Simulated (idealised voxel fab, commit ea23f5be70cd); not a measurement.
process module | voxel lift off
cross-section cut | 250 nm wide | cells 5 nm
A cross-section is a grid of square cells, given in bands from the top down. A band is one or more rows of cells.
Each band's line starts with the height of the band's top and of its bottom, in nm. Then come its materials from left to right, each with its width in nm. One material with "throughout" fills the band from edge to edge. "air" is empty space.
Height 0 is the level under which the wafer as received is all one material. The lowest band goes on downwards, as in "0 down".
A width such as "30 to 40" changes by the same amount from each row of cells to the next, from the band's top row to its bottom row.
"no change" after a step means that no cell of the cross-section changed.
closed voids: empty space of 8 cells or more with no open way to the top, each as width x height at its distance from the left edge, in nm
after a step's settings: what the simulator itself notes on the step
overlay nm, on a step with a mask: how far to the right of its planned place the mask lay; to the left if negative
plan
1 op RECEIVE | material Si
2 op CONFORMAL_DEP | material SiO2 | thk nm 10
3 op PATTERN | tone open | mask id LINES | material resist | width nm 15 | pitch nm 40 | thk nm 25 | overlay nm 0
4 op DIRECTIONAL_DEP | material Ru | thk nm 15
5 op STRIP | etch materials resist
6 op CONFORMAL_DEP | material SiO2 | thk nm 5
first wafer, as planned
as received, after step 1
  0 down: Si throughout
  closed voids: none
after step 2
  10 to 0: SiO2 throughout
  below 0: unchanged
after step 3
  35 to 10: resist 55 | air 15 | resist 25 | air 15 | resist 25 | air 15 | resist 25 | air 15 | resist 60
  below 10: unchanged
after step 4
  50 to 35: Ru 55 | air 15 | Ru 25 | air 15 | Ru 25 | air 15 | Ru 25 | air 15 | Ru 60
  35 to 25: resist 55 | air 15 | resist 25 | air 15 | resist 25 | air 15 | resist 25 | air 15 | resist 60
  25 to 10: resist 55 | Ru 15 | resist 25 | Ru 15 | resist 25 | Ru 15 | resist 25 | Ru 15 | resist 60
  below 10: unchanged
after step 5
  25 to 10: air 55 | Ru 15 | air 25 | Ru 15 | air 25 | Ru 15 | air 25 | Ru 15 | air 60
  below 10: unchanged
after step 6
  30 to 25: air 50 | SiO2 25 | air 15 | SiO2 25 | air 15 | SiO2 25 | air 15 | SiO2 25 | air 55
  25 to 15: air 50 | SiO2 5 | Ru 15 | SiO2 5 | air 15 | SiO2 5 | Ru 15 | SiO2 5 | air 15 | SiO2 5 | Ru 15 | SiO2 5 | air 15 | SiO2 5 | Ru 15 | SiO2 5 | air 55
  15 to 10: SiO2 55 | Ru 15 | SiO2 25 | Ru 15 | SiO2 25 | Ru 15 | SiO2 25 | Ru 15 | SiO2 60
  below 10: unchanged
second wafer: like start, like plan, one mistake. Through step 3 it matches the first wafer
when step 4 should have ended
  45 to 35: Ru 55 | air 15 | Ru 25 | air 15 | Ru 25 | air 15 | Ru 25 | air 15 | Ru 60
  35 to 20: resist 55 | air 15 | resist 25 | air 15 | resist 25 | air 15 | resist 25 | air 15 | resist 60
  20 to 10: resist 55 | Ru 15 | resist 25 | Ru 15 | resist 25 | Ru 15 | resist 25 | Ru 15 | resist 60
  below 10: unchanged
when step 5 should have ended
  20 to 10: air 55 | Ru 15 | air 25 | Ru 15 | air 25 | Ru 15 | air 25 | Ru 15 | air 60
  below 10: unchanged
when step 6 should have ended
  25 to 20: air 50 | SiO2 25 | air 15 | SiO2 25 | air 15 | SiO2 25 | air 15 | SiO2 25 | air 55
  20 to 15: air 50 | SiO2 5 | Ru 15 | SiO2 5 | air 15 | SiO2 5 | Ru 15 | SiO2 5 | air 15 | SiO2 5 | Ru 15 | SiO2 5 | air 15 | SiO2 5 | Ru 15 | SiO2 5 | air 55
  15 to 10: SiO2 55 | Ru 15 | SiO2 25 | Ru 15 | SiO2 25 | Ru 15 | SiO2 25 | Ru 15 | SiO2 60
  below 10: unchanged
what went wrong: step 4 ran as: op DIRECTIONAL_DEP | material Ru | thk nm 10
at the end the second wafer has, in cells: 12 fewer of Ru | 8 fewer of SiO2
